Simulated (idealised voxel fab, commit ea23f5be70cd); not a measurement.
This section sets out a process module, namely voxel wiring stack.
Section cut is 195 nm wide and gridded with 5 nm square cells.
In what follows, cross-sections appear as grids of square cells, described through bands that run from the top down, where every band is one or more rows of cells.
For a band, the entry starts with two heights in nm, that of the top and then that of the bottom, and carries on with the band's materials in order from left to right, each alongside its width in nm; the word "everywhere" beside a single material means it fills the band edge to edge, and "air" means empty space.
Convention: height 0 is the level below which the wafer, as received, is all one material. The lowest band does not terminate at the bottom but continues downward, represented as "0 down".
A width given as "30..40" starts at the first number in the band's top row and ends at the second number in its bottom row, shifting by an equal amount at every step from row to row.
Take "no change" at face value: in the step it is given for, the cross-section changed in none of its cells.
Empty spaces counting at least 8 cells and having no open way to the top are listed in "Enclosed void inventory". The notation width x height at distance is used for each, the distance being from the left edge and all three values in nm.
What comes after the settings on a step's line is commentary from the simulator itself on that step.
On any step carrying a mask, the "overlay nm" setting, if present on the step's line, tells how far right of its planned place the mask lay; negative values point to the left.

# Set out below are the planned steps of the process
1: op RECEIVE | material Si
2: op CONFORMAL_DEP | material SiO2 | thk nm 15
3: op CONFORMAL_DEP | material SiN | thk nm 5
4: op DIRECTIONAL_DEP | material lowk | thk nm 15
5: op PATTERN | tone open | mask id METAL_1 | material resist | width nm 30 | pitch nm 45 | thk nm 15 | overlay nm 0
6: op DIRECTIONAL_ETCH | etch materials lowk | depth nm 15
7: op DIRECTIONAL_ETCH | etch materials SiN | depth nm 5
8: op STRIP | etch materials resist
9: op CONFORMAL_DEP | material TiN | thk nm 5
10: op FILL_DEP | material Cu | thk nm 10
11: op CMP | height nm 35
12: op EPI | material Ru | thk nm 5
13: op FILL_DEP | material SiCN | thk nm 5
14: op DIRECTIONAL_DEP | material lowk | thk nm 15
15: op PATTERN | tone open | mask id PLUG_1 | material resist | width nm 15 | pitch nm 45 | thk nm 15 | overlay nm 0
16: op DIRECTIONAL_ETCH | etch materials lowk | depth nm 15
17: op DIRECTIONAL_ETCH | etch materials SiCN | depth nm 5
18: op STRIP | etch materials resist
19: op EPI | material Ru | thk nm 10
20: op EPI | material Ru | thk nm 10
21: op DIRECTIONAL_DEP | material TiN | thk nm 5
22: op DIRECTIONAL_DEP | material Ru | thk nm 20
23: op MASKED_ETCH | tone cover | mask id METAL_2 | width nm 30 | pitch nm 45 | etch materials Ru | depth nm 20 | overlay nm 0
24: op MASKED_ETCH | tone cover | mask id METAL_2 | width nm 30 | pitch nm 45 | etch materials TiN | depth nm 5 | overlay nm 0
25: op FILL_DEP | material SiO2 | thk nm 5
26: op CMP | height nm 85
27: op CONFORMAL_DEP | material SiCN | thk nm 5
28: op DIRECTIONAL_DEP | material SiO2 | thk nm 30
29: op PATTERN | tone open | mask id METAL_3 | material resist | width nm 30 | pitch nm 45 | thk nm 15 | overlay nm 0
30: op DIRECTIONAL_ETCH | etch materials SiO2 | depth nm 20
31: op STRIP | etch materials resist
32: op PATTERN | tone open | mask id METAL_3_HOLES | material resist | width nm 15 | pitch nm 90 | thk nm 15 | overlay nm 0
33: op DIRECTIONAL_ETCH | etch materials SiO2 | depth nm 10
34: op DIRECTIONAL_ETCH | etch materials SiCN | depth nm 5
35: op STRIP | etch materials resist
36: op CONFORMAL_DEP | material TiN | thk nm 5
37: op FILL_DEP | material Cu | thk nm 10
38: op CMP | height nm 120
39: op CONFORMAL_DEP | material SiCN | thk nm 5

# Delivered wafer in cross-section: state after step 1
    0 down: Si everywhere
    Enclosed void inventory: none

# Wafer cross-section at end of module: start and plan as shown above, one execution error
    125 to 120: SiCN everywhere
    120 to 105: 15 SiO2; 5 TiN; 20 Cu; 5 TiN; 15 SiO2; 5 TiN; 20 Cu; 5 TiN; 15 SiO2; 5 TiN; 20 Cu; 5 TiN; 15 SiO2; 5 TiN; 20 Cu; 5 TiN; 15 SiO2
    105 to 100: 15 SiO2; 5 TiN; 5 Cu; 20 TiN; 15 SiO2; 30 TiN; 15 SiO2; 5 TiN; 5 Cu; 20 TiN; 15 SiO2; 30 TiN; 15 SiO2
    100 to 90: 15 SiO2; 5 TiN; 5 Cu; 5 TiN; 75 SiO2; 5 TiN; 5 Cu; 5 TiN; 75 SiO2
    90 to 85: 15 SiCN; 15 TiN; 75 SiCN; 15 TiN; 75 SiCN
    85 to 65: 15 SiO2; 30 Ru; 15 SiO2; 30 Ru; 15 SiO2; 30 Ru; 15 SiO2; 30 Ru; 15 SiO2
    65 to 60: 15 SiO2; 30 TiN; 15 SiO2; 30 TiN; 15 SiO2; 30 TiN; 15 SiO2; 30 TiN; 15 SiO2
    60 to 45: 15 lowk; 15 Ru; 30 lowk; 15 Ru; 30 lowk; 15 Ru; 30 lowk; 15 Ru; 30 lowk
    45 to 40: 15 SiCN; 15 Ru; 30 SiCN; 15 Ru; 30 SiCN; 15 Ru; 30 SiCN; 15 Ru; 30 SiCN
    40 to 35: Ru everywhere
    35 to 30: 20 TiN; 20 Cu; 25 TiN; 20 Cu; 25 TiN; 20 Cu; 25 TiN; 20 Cu; 20 TiN
    30 to 20: 15 lowk; 5 TiN; 20 Cu; 5 TiN; 15 lowk; 5 TiN; 20 Cu; 5 TiN; 15 lowk; 5 TiN; 20 Cu; 5 TiN; 15 lowk; 5 TiN; 20 Cu; 5 TiN; 15 lowk
    20 to 15: 15 lowk; 30 TiN; 15 lowk; 30 TiN; 15 lowk; 30 TiN; 15 lowk; 30 TiN; 15 lowk
    15 to 0: SiO2 everywhere
    0 down: Si everywhere
    Enclosed void inventory: none
The mistake made against the process plan was this: step 3 in the plan did not get run; it was skipped
